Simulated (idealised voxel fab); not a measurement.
The process module presented herein is designated voxel wiring stack.
Square cell edge 5 nm, section width 275 nm, ID cut.
Cross-section = grid of square cells, listed top down in bands; band = one or more rows. What a band's entry tells you: where the top is and where the bottom is, as heights in nm, and after that what lies inside, material by material from left to right, each with its width in nm. Empty space is written as the word "empty", and a single material marked with the word "edge to edge" occupies the band from edge to edge. Height 0 is the level under which the wafer as received is all one material. The lowest band goes on downwards, as in "0 nm and below". When a width is written as two numbers, as in "30..40", the first number is the width in the top row of cells of the band and the second is the width in its bottom row, and the width changes by the same amount from each row to the next. "everything unchanged" after a step means that no cell of the cross-section changed. Each empty space that has no open way to the top and spans at least 8 cells appears under "Closed void register" as width x height at distance, the distance counted from the left edge, all in nm. Where a step's line continues beyond its settings, the continuation is a remark by the simulator itself on that step. overlay nm: on a step with a mask, how far right of its planned place the mask lay; negative means left.
plan
1) op RECEIVE | material Si
2) op CONFORMAL_DEP | material SiO2 | thk nm 10
3) op DIRECTIONAL_DEP | material TiN | thk nm 5
4) op DIRECTIONAL_DEP | material W | thk nm 25
5) op PATTERN | tone cover | mask id METAL_1 | material resist | width nm 20 | pitch nm 35 | thk nm 15 | overlay nm 0
6) op DIRECTIONAL_ETCH | etch materials W | depth nm 25
7) op DIRECTIONAL_ETCH | etch materials TiN | depth nm 5
8) op STRIP | etch materials resist
9) op FILL_DEP | material lowk | thk nm 5
10) op CMP | height nm 40
11) op CONFORMAL_DEP | material SiCN | thk nm 5
12) op DIRECTIONAL_DEP | material SiO2 | thk nm 15
13) op PATTERN | tone open | mask id PLUG_1 | material resist | width nm 15 | pitch nm 70 | thk nm 20 | overlay nm 0
14) op DIRECTIONAL_ETCH | etch materials SiO2 | depth nm 15
15) op DIRECTIONAL_ETCH | etch materials SiCN | depth nm 5
16) op STRIP | etch materials resist
17) op EPI | material Ru | thk nm 10
18) op EPI | material Ru | thk nm 10
19) op DIRECTIONAL_DEP | material TiN | thk nm 5
20) op DIRECTIONAL_DEP | material W | thk nm 25
21) op DIRECTIONAL_DEP | material aC | thk nm 15
22) op PATTERN | tone cover | mask id METAL_2 | material resist | width nm 20 | pitch nm 35 | thk nm 30 | overlay nm 0
23) op DIRECTIONAL_ETCH | etch materials aC | depth nm 15
24) op STRIP | etch materials resist
25) op DIRECTIONAL_ETCH | etch materials W | depth nm 25
26) op DIRECTIONAL_ETCH | etch materials TiN | depth nm 5
27) op STRIP | etch materials aC
28) op FILL_DEP | material lowk | thk nm 5
29) op CMP | height nm 90
30) op CONFORMAL_DEP | material SiCN | thk nm 5
31) op DIRECTIONAL_DEP | material SiO2 | thk nm 10
32) op DIRECTIONAL_DEP | material aC | thk nm 10
33) op PATTERN | tone open | mask id PLUG_2 | material resist | width nm 15 | pitch nm 70 | thk nm 25 | overlay nm 0
34) op DIRECTIONAL_ETCH | etch materials aC | depth nm 10
35) op STRIP | etch materials resist
36) op DIRECTIONAL_ETCH | etch materials SiO2 | depth nm 10
37) op DIRECTIONAL_ETCH | etch materials SiCN | depth nm 5
38) op STRIP | etch materials aC
39) op CONFORMAL_DEP | material TiN | thk nm 5
40) op FILL_DEP | material Ru | thk nm 5
41) op CMP | height nm 105
42) op CONFORMAL_DEP | material SiN | thk nm 5
43) op DIRECTIONAL_DEP | material SiO2 | thk nm 15
44) op PATTERN | tone open | mask id METAL_3 | material resist | width nm 20 | pitch nm 35 | thk nm 20 | overlay nm 0
45) op DIRECTIONAL_ETCH | etch materials SiO2 | depth nm 15
46) op DIRECTIONAL_ETCH | etch materials SiN | depth nm 5
47) op STRIP | etch materials resist
48) op CONFORMAL_DEP | material TiN | thk nm 5
49) op FILL_DEP | material Cu | thk nm 10
50) op CMP | height nm 125
51) op EPI | material Ru | thk nm 5
52) op FILL_DEP | material SiCN | thk nm 5
The cross-section here shows the wafer as received, i.e. in its state after step 1
    0 nm and below  Si edge to edge
    Closed void register: none
First of two wafers: cross-section at end of module, run per plan
    135 nm to 130 nm  SiCN edge to edge
    130 nm to 125 nm  85 SiCN, then 30 Ru, then 5 SiCN, then 30 Ru, then 5 SiCN, then 30 Ru, then 90 SiCN
    125 nm to 110 nm  90 SiO2, then 5 TiN, then 10 Cu, then 5 TiN, then 15 SiO2, then 5 TiN, then 10 Cu, then 5 TiN, then 15 SiO2, then 5 TiN, then 10 Cu, then 5 TiN, then 95 SiO2
    110 nm to 105 nm  90 SiN, then 20 TiN, then 15 SiN, then 20 TiN, then 15 SiN, then 20 TiN, then 95 SiN
    105 nm to 95 nm  90 SiO2, then 5 TiN, then 5 Ru, then 5 TiN, then 55 SiO2, then 5 TiN, then 5 Ru, then 5 TiN, then 100 SiO2
    95 nm to 90 nm  90 SiCN, then 15 TiN, then 55 SiCN, then 15 TiN, then 100 SiCN
    90 nm to 65 nm  90 lowk, then 20 W, then 15 lowk, then 20 W, then 15 lowk, then 20 W, then 95 lowk
    65 nm to 60 nm  90 lowk, then 20 TiN, then 15 lowk, then 20 TiN, then 15 lowk, then 20 TiN, then 95 lowk
    60 nm to 45 nm  90 SiO2, then 15 Ru, then 55 SiO2, then 15 Ru, then 100 SiO2
    45 nm to 40 nm  90 SiCN, then 15 Ru, then 55 SiCN, then 15 Ru, then 100 SiCN
    40 nm to 15 nm  90 lowk, then 20 W, then 15 lowk, then 20 W, then 15 lowk, then 20 W, then 95 lowk
    15 nm to 10 nm  90 lowk, then 20 TiN, then 15 lowk, then 20 TiN, then 15 lowk, then 20 TiN, then 95 lowk
    10 nm to 0 nm  SiO2 edge to edge
    0 nm and below  Si edge to edge
    Closed void register: none
Cross-section at end of module for the second wafer of two, which matched the first in starting point and plan and differed by one mistake in its processing
    135 nm to 130 nm  SiCN edge to edge
    130 nm to 125 nm  Ru edge to edge
    125 nm to 120 nm  Cu edge to edge
    120 nm to 115 nm  95 TiN, then 10 Cu, then 25 TiN, then 10 Cu, then 25 TiN, then 10 Cu, then 100 TiN
    115 nm to 110 nm  90 SiO2, then 5 TiN, then 10 Cu, then 5 TiN, then 15 SiO2, then 5 TiN, then 10 Cu, then 5 TiN, then 15 SiO2, then 5 TiN, then 10 Cu, then 5 TiN, then 95 SiO2
    110 nm to 105 nm  90 SiN, then 20 TiN, then 15 SiN, then 20 TiN, then 15 SiN, then 20 TiN, then 95 SiN
    105 nm to 95 nm  90 SiO2, then 5 TiN, then 5 Ru, then 5 TiN, then 55 SiO2, then 5 TiN, then 5 Ru, then 5 TiN, then 100 SiO2
    95 nm to 90 nm  90 SiCN, then 15 TiN, then 55 SiCN, then 15 TiN, then 100 SiCN
    90 nm to 65 nm  90 lowk, then 20 W, then 15 lowk, then 20 W, then 15 lowk, then 20 W, then 95 lowk
    65 nm to 60 nm  90 lowk, then 20 TiN, then 15 lowk, then 20 TiN, then 15 lowk, then 20 TiN, then 95 lowk
    60 nm to 45 nm  90 SiO2, then 15 Ru, then 55 SiO2, then 15 Ru, then 100 SiO2
    45 nm to 40 nm  90 SiCN, then 15 Ru, then 55 SiCN, then 15 Ru, then 100 SiCN
    40 nm to 15 nm  90 lowk, then 20 W, then 15 lowk, then 20 W, then 15 lowk, then 20 W, then 95 lowk
    15 nm to 10 nm  90 lowk, then 20 TiN, then 15 lowk, then 20 TiN, then 15 lowk, then 20 TiN, then 95 lowk
    10 nm to 0 nm  SiO2 edge to edge
    0 nm and below  Si edge to edge
    Closed void register: none
So what did we get wrong on this run? step 43 ran as: op DIRECTIONAL_DEP | material SiO2 | thk nm 5
Cell-count delta at end, second wafer over first, by material: Cu +49 | Ru +37 | SiCN -37 | SiO2 -86 | TiN +37
